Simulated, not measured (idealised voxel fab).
This section sets out a process module, namely voxel ribs on slabs.
Shown is cross-section cut, with a width of 255 nm and square cells of size 5 nm.
How to read a cross-section here: the picture is a grid of square cells, written as bands going from the top down, and any band can span one or more rows of cells.
Each band's line starts with the height of the band's top and of its bottom, in nm. Then come its materials from left to right, each with its width in nm. One material with "everywhere" fills the band from edge to edge. "air" is empty space.
Height is counted from the level 0, under which the received wafer is composed throughout of one material. The lowest of the bands is not closed at the bottom but continues downward, in the notation "0 -> down".
When a width is written as two numbers, as in "30->40", the first number is the width in the top row of cells of the band and the second is the width in its bottom row, and the width changes by the same amount from each row to the next.
Key: "changes: none" - step with no changed cell in the cross-section.
Listed in "Non-vented voids": every empty space of 8 or more cells without an open way to the top. Form: width x height at distance, the distance being from the left edge, all in nm.
Formally, on a step line, whatever follows the settings is a remark that the simulator itself makes on the step.
The line of a step may include "overlay nm". On a step with a mask, this value is how far to the right of its planned place the mask lay. A negative value means the mask lay to the left.
Listed below are the process steps as planned:
1) RECEIVE with material Si
2) DIRECTIONAL_DEP with material SiO2, thk nm 20
3) DIRECTIONAL_DEP with material polySi, thk nm 15
4) MASKED_ETCH with tone cover, mask id RIB, width nm 20, etch materials polySi, depth nm 5, overlay nm 0
5) DIRECTIONAL_DEP with material aC, thk nm 15
6) PATTERN with tone cover, mask id SLAB, material resist, width nm 70, thk nm 30, overlay nm 0
7) DIRECTIONAL_ETCH with etch materials aC, depth nm 15
8) STRIP with etch materials resist
9) DIRECTIONAL_ETCH with etch materials polySi, depth nm 10
10) STRIP with etch materials aC
11) FILL_DEP with material SiO2, thk nm 20
12) CMP with height nm 45
13) DIRECTIONAL_DEP with material W, thk nm 5
14) MASKED_ETCH with tone cover, mask id HEATER, width nm 30, etch materials W, depth nm 5, overlay nm 0
15) CONFORMAL_DEP with material SiN, thk nm 5
Wafer at receipt (post step 1), cross-section:
  0 -> down: Si everywhere
  Non-vented voids: none
Wafer cross-section at module end: first of two, run to plan:
  55 -> 50: 105 air | 40 SiN | 110 air
  50 -> 45: 110 SiN | 30 W | 115 SiN
  45 -> 35: SiO2 everywhere
  35 -> 30: 115 SiO2 | 20 polySi | 120 SiO2
  30 -> 20: 90 SiO2 | 70 polySi | 95 SiO2
  20 -> 0: SiO2 everywhere
  0 -> down: Si everywhere
  Non-vented voids: none
Second wafer of the two, sectioned at the end of the module. It began like the first and followed the same plan, but one mistake was made while running it:
  55 -> 50: 105 air | 40 SiN | 110 air
  50 -> 45: 110 SiN | 30 W | 115 SiN
  45 -> 35: SiO2 everywhere
  35 -> 30: 120 SiO2 | 20 polySi | 115 SiO2
  30 -> 20: 90 SiO2 | 70 polySi | 95 SiO2
  20 -> 0: SiO2 everywhere
  0 -> down: Si everywhere
  Non-vented voids: none
Processing error: step 4 ran differently from the plan; actual operation with settings: MASKED_ETCH with tone cover, mask id RIB, width nm 20, etch materials polySi, depth nm 5, overlay nm 5
End check, second vs first wafer: material counts in cells match, positions do not.
